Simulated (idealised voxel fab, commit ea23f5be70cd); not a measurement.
The following is a process module called voxel wiring stack.
cross-section cut | 255 nm wide | cells 5 nm
Just so we're on the same page, the cross-sections are grids of square cells, and they're listed out in bands top to bottom, each band one or more rows deep.
What a band's entry tells you: where the top is and where the bottom is, as heights in nm, and after that what lies inside, material by material from left to right, each with its width in nm. Empty space is written as the word "blank", and a single material marked with the word "full width" occupies the band from edge to edge.
A quick word on heights: they are counted from 0, and under that level the wafer as it came to us is one material throughout. The lowest band is different from the rest in having no bottom; it simply continues downward, written as in "0 -> down".
The two numbers in a width such as "30->40" mark its ends across the band: the first belongs to the top row of cells, the second to the bottom row, and from each row to the next the width moves by the same amount.
"nothing changed" means the step left every cell of the cross-section as it was.
Empty spaces counting at least 8 cells and having no open way to the top are listed in "Closed void roster". The notation width x height at distance is used for each, the distance being from the left edge and all three values in nm.
Step line, after settings: the simulator's comment on this step.
What "overlay nm" on a step's line means: if the step has a mask, that mask lay this far to the right of its planned place, or, when the value is negative, to the left.

-- plan
1) RECEIVE: material Si
2) CONFORMAL_DEP: material SiO2, thk nm 10
3) CONFORMAL_DEP: material SiCN, thk nm 5
4) DIRECTIONAL_DEP: material SiO2, thk nm 20
5) MASKED_ETCH: tone open, mask id METAL_1, width nm 25, pitch nm 55, etch materials SiO2, depth nm 20, overlay nm 0
6) MASKED_ETCH: tone open, mask id METAL_1, width nm 25, pitch nm 55, etch materials SiCN, depth nm 5, overlay nm 0
7) CONFORMAL_DEP: material TiN, thk nm 5
8) FILL_DEP: material W, thk nm 5
9) CMP: height nm 35
10) EPI: material Ru, thk nm 5
11) FILL_DEP: material SiCN, thk nm 5
12) DIRECTIONAL_DEP: material lowk, thk nm 25
13) DIRECTIONAL_DEP: material aC, thk nm 10
14) PATTERN: tone open, mask id METAL_2_HOLES, material resist, width nm 15, pitch nm 55, thk nm 30, overlay nm 0
15) DIRECTIONAL_ETCH: etch materials aC, depth nm 10
16) STRIP: etch materials resist
17) DIRECTIONAL_ETCH: etch materials lowk, depth nm 25
18) STRIP: etch materials aC
19) PATTERN: tone open, mask id METAL_2, material resist, width nm 25, pitch nm 55, thk nm 20, overlay nm 0
20) DIRECTIONAL_ETCH: etch materials lowk, depth nm 15
21) DIRECTIONAL_ETCH: etch materials SiCN, depth nm 5
22) STRIP: etch materials resist
23) CONFORMAL_DEP: material TiN, thk nm 5
24) FILL_DEP: material Ru, thk nm 10
25) CMP: height nm 70
26) CONFORMAL_DEP: material SiCN, thk nm 5
27) DIRECTIONAL_DEP: material lowk, thk nm 25
28) DIRECTIONAL_DEP: material aC, thk nm 15
29) PATTERN: tone open, mask id METAL_3, material resist, width nm 25, pitch nm 55, thk nm 30, overlay nm 0
30) DIRECTIONAL_ETCH: etch materials aC, depth nm 15
31) STRIP: etch materials resist
32) DIRECTIONAL_ETCH: etch materials lowk, depth nm 15
33) STRIP: etch materials aC
34) PATTERN: tone open, mask id METAL_3_HOLES, material resist, width nm 15, pitch nm 55, thk nm 20, overlay nm 0
35) DIRECTIONAL_ETCH: etch materials lowk, depth nm 10
36) DIRECTIONAL_ETCH: etch materials SiCN, depth nm 5
37) STRIP: etch materials resist
38) CONFORMAL_DEP: material TiN, thk nm 5
39) FILL_DEP: material Cu, thk nm 10
40) CMP: height nm 100
41) CONFORMAL_DEP: material SiN, thk nm 5

-- First of two wafers - as planned

-- Cross-section: wafer on arrival = after step 1
> 0 -> down: Si full width
> Closed void roster: none

-- Wafer after step 2 (cross-section)
> 10 -> 0: SiO2 full width
> Below 0, no change.

-- Wafer after step 3 (cross-section)
> 15 -> 10: SiCN full width
> Below 10, no change.

-- Wafer after step 4 (cross-section)
> 35 -> 15: SiO2 full width
> Below 15, no change.

-- Wafer after step 5 (cross-section)
> 35 -> 15: SiO2 60, then blank 25, then SiO2 30, then blank 25, then SiO2 30, then blank 25, then SiO2 60
> Below 15, no change.

-- Wafer after step 6 (cross-section)
> 35 -> 15: SiO2 60, then blank 25, then SiO2 30, then blank 25, then SiO2 30, then blank 25, then SiO2 60
> 15 -> 10: SiCN 60, then blank 25, then SiCN 30, then blank 25, then SiCN 30, then blank 25, then SiCN 60
> Below 10, no change.

-- Wafer after step 7 (cross-section)
> 40 -> 35: TiN 65, then blank 15, then TiN 40, then blank 15, then TiN 40, then blank 15, then TiN 65
> 35 -> 15: SiO2 60, then TiN 5, then blank 15, then TiN 5, then SiO2 30, then TiN 5, then blank 15, then TiN 5, then SiO2 30, then TiN 5, then blank 15, then TiN 5, then SiO2 60
> 15 -> 10: SiCN 60, then TiN 25, then SiCN 30, then TiN 25, then SiCN 30, then TiN 25, then SiCN 60
> Below 10, no change.

-- Wafer after step 8 (cross-section)
> 45 -> 40: W full width
> 40 -> 35: TiN 65, then W 15, then TiN 40, then W 15, then TiN 40, then W 15, then TiN 65
> 35 -> 15: SiO2 60, then TiN 5, then W 15, then TiN 5, then SiO2 30, then TiN 5, then W 15, then TiN 5, then SiO2 30, then TiN 5, then W 15, then TiN 5, then SiO2 60
> Below 15, no change.

-- Wafer after step 9 (cross-section)
> 35 -> 15: SiO2 60, then TiN 5, then W 15, then TiN 5, then SiO2 30, then TiN 5, then W 15, then TiN 5, then SiO2 30, then TiN 5, then W 15, then TiN 5, then SiO2 60
> Below 15, no change.

-- Wafer after step 10 (cross-section)
> 40 -> 35: blank 55, then Ru 35, then blank 20, then Ru 35, then blank 20, then Ru 35, then blank 55
> Below 35, no change.

-- Wafer after step 11 (cross-section)
> 45 -> 40: SiCN full width
> 40 -> 35: SiCN 55, then Ru 35, then SiCN 20, then Ru 35, then SiCN 20, then Ru 35, then SiCN 55
> Below 35, no change.

-- Wafer after step 12 (cross-section)
> 70 -> 45: lowk full width
> Below 45, no change.

-- Wafer after step 13 (cross-section)
> 80 -> 70: aC full width
> Below 70, no change.

-- Wafer after step 14 (cross-section)
> 110 -> 80: resist 60, then blank 15, then resist 40, then blank 15, then resist 40, then blank 15, then resist 70
> Below 80, no change.

-- Wafer after step 15 (cross-section)
> 100 -> 80: resist 60, then blank 15, then resist 40, then blank 15, then resist 40, then blank 15, then resist 70
> 80 -> 70: aC 60, then blank 15, then aC 40, then blank 15, then aC 40, then blank 15, then aC 70
> Below 70, no change.

-- Wafer after step 16 (cross-section)
> 80 -> 70: aC 60, then blank 15, then aC 40, then blank 15, then aC 40, then blank 15, then aC 70
> Below 70, no change.

-- Wafer after step 17 (cross-section)
> 80 -> 70: aC 60, then blank 15, then aC 40, then blank 15, then aC 40, then blank 15, then aC 70
> 70 -> 45: lowk 60, then blank 15, then lowk 40, then blank 15, then lowk 40, then blank 15, then lowk 70
> Below 45, no change.

-- Wafer after step 18 (cross-section)
> 70 -> 45: lowk 60, then blank 15, then lowk 40, then blank 15, then lowk 40, then blank 15, then lowk 70
> Below 45, no change.

-- Wafer after step 19 (cross-section)
> 90 -> 70: resist 60, then blank 25, then resist 30, then blank 25, then resist 30, then blank 25, then resist 60
> Below 70, no change.

-- Wafer after step 20 (cross-section)
> 90 -> 70: resist 60, then blank 25, then resist 30, then blank 25, then resist 30, then blank 25, then resist 60
> 70 -> 55: lowk 60, then blank 25, then lowk 30, then blank 25, then lowk 30, then blank 25, then lowk 60
> Below 55, no change.

-- Wafer after step 21 (cross-section)
> 90 -> 70: resist 60, then blank 25, then resist 30, then blank 25, then resist 30, then blank 25, then resist 60
> 70 -> 55: lowk 60, then blank 25, then lowk 30, then blank 25, then lowk 30, then blank 25, then lowk 60
> 55 -> 45: lowk 60, then blank 15, then lowk 40, then blank 15, then lowk 40, then blank 15, then lowk 70
> 45 -> 40: SiCN 60, then blank 15, then SiCN 40, then blank 15, then SiCN 40, then blank 15, then SiCN 70
> Below 40, no change.

-- Wafer after step 22 (cross-section)
> 70 -> 55: lowk 60, then blank 25, then lowk 30, then blank 25, then lowk 30, then blank 25, then lowk 60
> Below 55, no change.

-- Wafer after step 23 (cross-section)
> 75 -> 70: TiN 65, then blank 15, then TiN 40, then blank 15, then TiN 40, then blank 15, then TiN 65
> 70 -> 60: lowk 60, then TiN 5, then blank 15, then TiN 5, then lowk 30, then TiN 5, then blank 15, then TiN 5, then lowk 30, then TiN 5, then blank 15, then TiN 5, then lowk 60
> 60 -> 55: lowk 60, then TiN 5, then blank 5, then TiN 15, then lowk 30, then TiN 5, then blank 5, then TiN 15, then lowk 30, then TiN 5, then blank 5, then TiN 15, then lowk 60
> 55 -> 45: lowk 60, then TiN 5, then blank 5, then TiN 5, then lowk 40, then TiN 5, then blank 5, then TiN 5, then lowk 40, then TiN 5, then blank 5, then TiN 5, then lowk 70
> 45 -> 40: SiCN 60, then TiN 15, then SiCN 40, then TiN 15, then SiCN 40, then TiN 15, then SiCN 70
> Below 40, no change.

-- Wafer after step 24 (cross-section)
> 85 -> 75: Ru full width
> 75 -> 70: TiN 65, then Ru 15, then TiN 40, then Ru 15, then TiN 40, then Ru 15, then TiN 65
> 70 -> 60: lowk 60, then TiN 5, then Ru 15, then TiN 5, then lowk 30, then TiN 5, then Ru 15, then TiN 5, then lowk 30, then TiN 5, then Ru 15, then TiN 5, then lowk 60
> 60 -> 55: lowk 60, then TiN 5, then Ru 5, then TiN 15, then lowk 30, then TiN 5, then Ru 5, then TiN 15, then lowk 30, then TiN 5, then Ru 5, then TiN 15, then lowk 60
> 55 -> 45: lowk 60, then TiN 5, then Ru 5, then TiN 5, then lowk 40, then TiN 5, then Ru 5, then TiN 5, then lowk 40, then TiN 5, then Ru 5, then TiN 5, then lowk 70
> Below 45, no change.

-- Wafer after step 25 (cross-section)
> 70 -> 60: lowk 60, then TiN 5, then Ru 15, then TiN 5, then lowk 30, then TiN 5, then Ru 15, then TiN 5, then lowk 30, then TiN 5, then Ru 15, then TiN 5, then lowk 60
> Below 60, no change.

-- Wafer after step 26 (cross-section)
> 75 -> 70: SiCN full width
> Below 70, no change.

-- Wafer after step 27 (cross-section)
> 100 -> 75: lowk full width
> Below 75, no change.

-- Wafer after step 28 (cross-section)
> 115 -> 100: aC full width
> Below 100, no change.

-- Wafer after step 29 (cross-section)
> 145 -> 115: resist 60, then blank 25, then resist 30, then blank 25, then resist 30, then blank 25, then resist 60
> Below 115, no change.

-- Wafer after step 30 (cross-section)
> 130 -> 115: resist 60, then blank 25, then resist 30, then blank 25, then resist 30, then blank 25, then resist 60
> 115 -> 100: aC 60, then blank 25, then aC 30, then blank 25, then aC 30, then blank 25, then aC 60
> Below 100, no change.

-- Wafer after step 31 (cross-section)
> 115 -> 100: aC 60, then blank 25, then aC 30, then blank 25, then aC 30, then blank 25, then aC 60
> Below 100, no change.

-- Wafer after step 32 (cross-section)
> 115 -> 100: aC 60, then blank 25, then aC 30, then blank 25, then aC 30, then blank 25, then aC 60
> 100 -> 85: lowk 60, then blank 25, then lowk 30, then blank 25, then lowk 30, then blank 25, then lowk 60
> Below 85, no change.

-- Wafer after step 33 (cross-section)
> 100 -> 85: lowk 60, then blank 25, then lowk 30, then blank 25, then lowk 30, then blank 25, then lowk 60
> Below 85, no change.

-- Wafer after step 34 (cross-section)
> 120 -> 100: resist 60, then blank 15, then resist 40, then blank 15, then resist 40, then blank 15, then resist 70
> 100 -> 85: lowk 60, then blank 15, then resist 10, then lowk 30, then blank 15, then resist 10, then lowk 30, then blank 15, then resist 10, then lowk 60
> Below 85, no change.

-- Wafer after step 35 (cross-section)
> 120 -> 100: resist 60, then blank 15, then resist 40, then blank 15, then resist 40, then blank 15, then resist 70
> 100 -> 85: lowk 60, then blank 15, then resist 10, then lowk 30, then blank 15, then resist 10, then lowk 30, then blank 15, then resist 10, then lowk 60
> 85 -> 75: lowk 60, then blank 15, then lowk 40, then blank 15, then lowk 40, then blank 15, then lowk 70
> Below 75, no change.

-- Wafer after step 36 (cross-section)
> 120 -> 100: resist 60, then blank 15, then resist 40, then blank 15, then resist 40, then blank 15, then resist 70
> 100 -> 85: lowk 60, then blank 15, then resist 10, then lowk 30, then blank 15, then resist 10, then lowk 30, then blank 15, then resist 10, then lowk 60
> 85 -> 75: lowk 60, then blank 15, then lowk 40, then blank 15, then lowk 40, then blank 15, then lowk 70
> 75 -> 70: SiCN 60, then blank 15, then SiCN 40, then blank 15, then SiCN 40, then blank 15, then SiCN 70
> Below 70, no change.

-- Wafer after step 37 (cross-section)
> 100 -> 85: lowk 60, then blank 25, then lowk 30, then blank 25, then lowk 30, then blank 25, then lowk 60
> Below 85, no change.

-- Wafer after step 38 (cross-section)
> 105 -> 100: TiN 65, then blank 15, then TiN 40, then blank 15, then TiN 40, then blank 15, then TiN 65
> 100 -> 90: lowk 60, then TiN 5, then blank 15, then TiN 5, then lowk 30, then TiN 5, then blank 15, then TiN 5, then lowk 30, then TiN 5, then blank 15, then TiN 5, then lowk 60
> 90 -> 85: lowk 60, then TiN 5, then blank 5, then TiN 15, then lowk 30, then TiN 5, then blank 5, then TiN 15, then lowk 30, then TiN 5, then blank 5, then TiN 15, then lowk 60
> 85 -> 75: lowk 60, then TiN 5, then blank 5, then TiN 5, then lowk 40, then TiN 5, then blank 5, then TiN 5, then lowk 40, then TiN 5, then blank 5, then TiN 5, then lowk 70
> 75 -> 70: SiCN 60, then TiN 15, then SiCN 40, then TiN 15, then SiCN 40, then TiN 15, then SiCN 70
> Below 70, no change.

-- Wafer after step 39 (cross-section)
> 115 -> 105: Cu full width
> 105 -> 100: TiN 65, then Cu 15, then TiN 40, then Cu 15, then TiN 40, then Cu 15, then TiN 65
> 100 -> 90: lowk 60, then TiN 5, then Cu 15, then TiN 5, then lowk 30, then TiN 5, then Cu 15, then TiN 5, then lowk 30, then TiN 5, then Cu 15, then TiN 5, then lowk 60
> 90 -> 85: lowk 60, then TiN 5, then Cu 5, then TiN 15, then lowk 30, then TiN 5, then Cu 5, then TiN 15, then lowk 30, then TiN 5, then Cu 5, then TiN 15, then lowk 60
> 85 -> 75: lowk 60, then TiN 5, then Cu 5, then TiN 5, then lowk 40, then TiN 5, then Cu 5, then TiN 5, then lowk 40, then TiN 5, then Cu 5, then TiN 5, then lowk 70
> Below 75, no change.

-- Wafer after step 40 (cross-section)
> 100 -> 90: lowk 60, then TiN 5, then Cu 15, then TiN 5, then lowk 30, then TiN 5, then Cu 15, then TiN 5, then lowk 30, then TiN 5, then Cu 15, then TiN 5, then lowk 60
> Below 90, no change.

-- Wafer after step 41 (cross-section)
> 105 -> 100: SiN full width
> Below 100, no change.

-- Second wafer: same start and same plan as the first, one execution error; identical to the first through step 1

-- Cross-section: second wafer, time at which step 2 was scheduled to end
> 15 -> 0: SiO2 full width
> Below 0, no change.

-- Cross-section: second wafer, time at which step 3 was scheduled to end
> 20 -> 15: SiCN full width
> Below 15, no change.

-- Cross-section: second wafer, time at which step 4 was scheduled to end
> 40 -> 20: SiO2 full width
> Below 20, no change.

-- Cross-section: second wafer, time at which step 5 was scheduled to end
> 40 -> 20: SiO2 60, then blank 25, then SiO2 30, then blank 25, then SiO2 30, then blank 25, then SiO2 60
> Below 20, no change.

-- Cross-section: second wafer, time at which step 6 was scheduled to end
> 40 -> 20: SiO2 60, then blank 25, then SiO2 30, then blank 25, then SiO2 30, then blank 25, then SiO2 60
> 20 -> 15: SiCN 60, then blank 25, then SiCN 30, then blank 25, then SiCN 30, then blank 25, then SiCN 60
> Below 15, no change.

-- Cross-section: second wafer, time at which step 7 was scheduled to end
> 45 -> 40: TiN 65, then blank 15, then TiN 40, then blank 15, then TiN 40, then blank 15, then TiN 65
> 40 -> 20: SiO2 60, then TiN 5, then blank 15, then TiN 5, then SiO2 30, then TiN 5, then blank 15, then TiN 5, then SiO2 30, then TiN 5, then blank 15, then TiN 5, then SiO2 60
> 20 -> 15: SiCN 60, then TiN 25, then SiCN 30, then TiN 25, then SiCN 30, then TiN 25, then SiCN 60
> Below 15, no change.

-- Cross-section: second wafer, time at which step 8 was scheduled to end
> 50 -> 45: W full width
> 45 -> 40: TiN 65, then W 15, then TiN 40, then W 15, then TiN 40, then W 15, then TiN 65
> 40 -> 20: SiO2 60, then TiN 5, then W 15, then TiN 5, then SiO2 30, then TiN 5, then W 15, then TiN 5, then SiO2 30, then TiN 5, then W 15, then TiN 5, then SiO2 60
> Below 20, no change.

-- Cross-section: second wafer, time at which step 9 was scheduled to end
> 35 -> 20: SiO2 60, then TiN 5, then W 15, then TiN 5, then SiO2 30, then TiN 5, then W 15, then TiN 5, then SiO2 30, then TiN 5, then W 15, then TiN 5, then SiO2 60
> Below 20, no change.

-- Cross-section: second wafer, time at which step 10 was scheduled to end
> 40 -> 35: blank 55, then Ru 35, then blank 20, then Ru 35, then blank 20, then Ru 35, then blank 55
> Below 35, no change.

-- Cross-section: second wafer, time at which step 11 was scheduled to end
> 45 -> 40: SiCN full width
> 40 -> 35: SiCN 55, then Ru 35, then SiCN 20, then Ru 35, then SiCN 20, then Ru 35, then SiCN 55
> Below 35, no change.

-- Cross-section: second wafer, time at which step 12 was scheduled to end
> 70 -> 45: lowk full width
> Below 45, no change.

-- Cross-section: second wafer, time at which step 13 was scheduled to end
> 80 -> 70: aC full width
> Below 70, no change.

-- Cross-section: second wafer, time at which step 14 was scheduled to end
> 110 -> 80: resist 60, then blank 15, then resist 40, then blank 15, then resist 40, then blank 15, then resist 70
> Below 80, no change.

-- Cross-section: second wafer, time at which step 15 was scheduled to end
> 100 -> 80: resist 60, then blank 15, then resist 40, then blank 15, then resist 40, then blank 15, then resist 70
> 80 -> 70: aC 60, then blank 15, then aC 40, then blank 15, then aC 40, then blank 15, then aC 70
> Below 70, no change.

-- Cross-section: second wafer, time at which step 16 was scheduled to end
> 80 -> 70: aC 60, then blank 15, then aC 40, then blank 15, then aC 40, then blank 15, then aC 70
> Below 70, no change.

-- Cross-section: second wafer, time at which step 17 was scheduled to end
> 80 -> 70: aC 60, then blank 15, then aC 40, then blank 15, then aC 40, then blank 15, then aC 70
> 70 -> 45: lowk 60, then blank 15, then lowk 40, then blank 15, then lowk 40, then blank 15, then lowk 70
> Below 45, no change.

-- Cross-section: second wafer, time at which step 18 was scheduled to end
> 70 -> 45: lowk 60, then blank 15, then lowk 40, then blank 15, then lowk 40, then blank 15, then lowk 70
> Below 45, no change.

-- Cross-section: second wafer, time at which step 19 was scheduled to end
> 90 -> 70: resist 60, then blank 25, then resist 30, then blank 25, then resist 30, then blank 25, then resist 60
> Below 70, no change.

-- Cross-section: second wafer, time at which step 20 was scheduled to end
> 90 -> 70: resist 60, then blank 25, then resist 30, then blank 25, then resist 30, then blank 25, then resist 60
> 70 -> 55: lowk 60, then blank 25, then lowk 30, then blank 25, then lowk 30, then blank 25, then lowk 60
> Below 55, no change.

-- Cross-section: second wafer, time at which step 21 was scheduled to end
> 90 -> 70: resist 60, then blank 25, then resist 30, then blank 25, then resist 30, then blank 25, then resist 60
> 70 -> 55: lowk 60, then blank 25, then lowk 30, then blank 25, then lowk 30, then blank 25, then lowk 60
> 55 -> 45: lowk 60, then blank 15, then lowk 40, then blank 15, then lowk 40, then blank 15, then lowk 70
> 45 -> 40: SiCN 60, then blank 15, then SiCN 40, then blank 15, then SiCN 40, then blank 15, then SiCN 70
> Below 40, no change.

-- Cross-section: second wafer, time at which step 22 was scheduled to end
> 70 -> 55: lowk 60, then blank 25, then lowk 30, then blank 25, then lowk 30, then blank 25, then lowk 60
> Below 55, no change.

-- Cross-section: second wafer, time at which step 23 was scheduled to end
> 75 -> 70: TiN 65, then blank 15, then TiN 40, then blank 15, then TiN 40, then blank 15, then TiN 65
> 70 -> 60: lowk 60, then TiN 5, then blank 15, then TiN 5, then lowk 30, then TiN 5, then blank 15, then TiN 5, then lowk 30, then TiN 5, then blank 15, then TiN 5, then lowk 60
> 60 -> 55: lowk 60, then TiN 5, then blank 5, then TiN 15, then lowk 30, then TiN 5, then blank 5, then TiN 15, then lowk 30, then TiN 5, then blank 5, then TiN 15, then lowk 60
> 55 -> 45: lowk 60, then TiN 5, then blank 5, then TiN 5, then lowk 40, then TiN 5, then blank 5, then TiN 5, then lowk 40, then TiN 5, then blank 5, then TiN 5, then lowk 70
> 45 -> 40: SiCN 60, then TiN 15, then SiCN 40, then TiN 15, then SiCN 40, then TiN 15, then SiCN 70
> Below 40, no change.

-- Cross-section: second wafer, time at which step 24 was scheduled to end
> 85 -> 75: Ru full width
> 75 -> 70: TiN 65, then Ru 15, then TiN 40, then Ru 15, then TiN 40, then Ru 15, then TiN 65
> 70 -> 60: lowk 60, then TiN 5, then Ru 15, then TiN 5, then lowk 30, then TiN 5, then Ru 15, then TiN 5, then lowk 30, then TiN 5, then Ru 15, then TiN 5, then lowk 60
> 60 -> 55: lowk 60, then TiN 5, then Ru 5, then TiN 15, then lowk 30, then TiN 5, then Ru 5, then TiN 15, then lowk 30, then TiN 5, then Ru 5, then TiN 15, then lowk 60
> 55 -> 45: lowk 60, then TiN 5, then Ru 5, then TiN 5, then lowk 40, then TiN 5, then Ru 5, then TiN 5, then lowk 40, then TiN 5, then Ru 5, then TiN 5, then lowk 70
> Below 45, no change.

-- Cross-section: second wafer, time at which step 25 was scheduled to end
> 70 -> 60: lowk 60, then TiN 5, then Ru 15, then TiN 5, then lowk 30, then TiN 5, then Ru 15, then TiN 5, then lowk 30, then TiN 5, then Ru 15, then TiN 5, then lowk 60
> Below 60, no change.

-- Cross-section: second wafer, time at which step 26 was scheduled to end
> 75 -> 70: SiCN full width
> Below 70, no change.

-- Cross-section: second wafer, time at which step 27 was scheduled to end
> 100 -> 75: lowk full width
> Below 75, no change.

-- Cross-section: second wafer, time at which step 28 was scheduled to end
> 115 -> 100: aC full width
> Below 100, no change.

-- Cross-section: second wafer, time at which step 29 was scheduled to end
> 145 -> 115: resist 60, then blank 25, then resist 30, then blank 25, then resist 30, then blank 25, then resist 60
> Below 115, no change.

-- Cross-section: second wafer, time at which step 30 was scheduled to end
> 130 -> 115: resist 60, then blank 25, then resist 30, then blank 25, then resist 30, then blank 25, then resist 60
> 115 -> 100: aC 60, then blank 25, then aC 30, then blank 25, then aC 30, then blank 25, then aC 60
> Below 100, no change.

-- Cross-section: second wafer, time at which step 31 was scheduled to end
> 115 -> 100: aC 60, then blank 25, then aC 30, then blank 25, then aC 30, then blank 25, then aC 60
> Below 100, no change.

-- Cross-section: second wafer, time at which step 32 was scheduled to end
> 115 -> 100: aC 60, then blank 25, then aC 30, then blank 25, then aC 30, then blank 25, then aC 60
> 100 -> 85: lowk 60, then blank 25, then lowk 30, then blank 25, then lowk 30, then blank 25, then lowk 60
> Below 85, no change.

-- Cross-section: second wafer, time at which step 33 was scheduled to end
> 100 -> 85: lowk 60, then blank 25, then lowk 30, then blank 25, then lowk 30, then blank 25, then lowk 60
> Below 85, no change.

-- Cross-section: second wafer, time at which step 34 was scheduled to end
> 120 -> 100: resist 60, then blank 15, then resist 40, then blank 15, then resist 40, then blank 15, then resist 70
> 100 -> 85: lowk 60, then blank 15, then resist 10, then lowk 30, then blank 15, then resist 10, then lowk 30, then blank 15, then resist 10, then lowk 60
> Below 85, no change.

-- Cross-section: second wafer, time at which step 35 was scheduled to end
> 120 -> 100: resist 60, then blank 15, then resist 40, then blank 15, then resist 40, then blank 15, then resist 70
> 100 -> 85: lowk 60, then blank 15, then resist 10, then lowk 30, then blank 15, then resist 10, then lowk 30, then blank 15, then resist 10, then lowk 60
> 85 -> 75: lowk 60, then blank 15, then lowk 40, then blank 15, then lowk 40, then blank 15, then lowk 70
> Below 75, no change.

-- Cross-section: second wafer, time at which step 36 was scheduled to end
> 120 -> 100: resist 60, then blank 15, then resist 40, then blank 15, then resist 40, then blank 15, then resist 70
> 100 -> 85: lowk 60, then blank 15, then resist 10, then lowk 30, then blank 15, then resist 10, then lowk 30, then blank 15, then resist 10, then lowk 60
> 85 -> 75: lowk 60, then blank 15, then lowk 40, then blank 15, then lowk 40, then blank 15, then lowk 70
> 75 -> 70: SiCN 60, then blank 15, then SiCN 40, then blank 15, then SiCN 40, then blank 15, then SiCN 70
> Below 70, no change.

-- Cross-section: second wafer, time at which step 37 was scheduled to end
> 100 -> 85: lowk 60, then blank 25, then lowk 30, then blank 25, then lowk 30, then blank 25, then lowk 60
> Below 85, no change.

-- Cross-section: second wafer, time at which step 38 was scheduled to end
> 105 -> 100: TiN 65, then blank 15, then TiN 40, then blank 15, then TiN 40, then blank 15, then TiN 65
> 100 -> 90: lowk 60, then TiN 5, then blank 15, then TiN 5, then lowk 30, then TiN 5, then blank 15, then TiN 5, then lowk 30, then TiN 5, then blank 15, then TiN 5, then lowk 60
> 90 -> 85: lowk 60, then TiN 5, then blank 5, then TiN 15, then lowk 30, then TiN 5, then blank 5, then TiN 15, then lowk 30, then TiN 5, then blank 5, then TiN 15, then lowk 60
> 85 -> 75: lowk 60, then TiN 5, then blank 5, then TiN 5, then lowk 40, then TiN 5, then blank 5, then TiN 5, then lowk 40, then TiN 5, then blank 5, then TiN 5, then lowk 70
> 75 -> 70: SiCN 60, then TiN 15, then SiCN 40, then TiN 15, then SiCN 40, then TiN 15, then SiCN 70
> Below 70, no change.

-- Cross-section: second wafer, time at which step 39 was scheduled to end
> 115 -> 105: Cu full width
> 105 -> 100: TiN 65, then Cu 15, then TiN 40, then Cu 15, then TiN 40, then Cu 15, then TiN 65
> 100 -> 90: lowk 60, then TiN 5, then Cu 15, then TiN 5, then lowk 30, then TiN 5, then Cu 15, then TiN 5, then lowk 30, then TiN 5, then Cu 15, then TiN 5, then lowk 60
> 90 -> 85: lowk 60, then TiN 5, then Cu 5, then TiN 15, then lowk 30, then TiN 5, then Cu 5, then TiN 15, then lowk 30, then TiN 5, then Cu 5, then TiN 15, then lowk 60
> 85 -> 75: lowk 60, then TiN 5, then Cu 5, then TiN 5, then lowk 40, then TiN 5, then Cu 5, then TiN 5, then lowk 40, then TiN 5, then Cu 5, then TiN 5, then lowk 70
> Below 75, no change.

-- Cross-section: second wafer, time at which step 40 was scheduled to end
> 100 -> 90: lowk 60, then TiN 5, then Cu 15, then TiN 5, then lowk 30, then TiN 5, then Cu 15, then TiN 5, then lowk 30, then TiN 5, then Cu 15, then TiN 5, then lowk 60
> Below 90, no change.

-- Cross-section: second wafer, time at which step 41 was scheduled to end
> 105 -> 100: SiN full width
> Below 100, no change.
Nonconformance to the process plan: step 2, actual vs plan mismatch, actual run CONFORMAL_DEP: material SiO2, thk nm 15
Cell-count delta at end, second wafer over first, by material: SiO2: 15 more | TiN: 6 fewer | W: 9 fewer
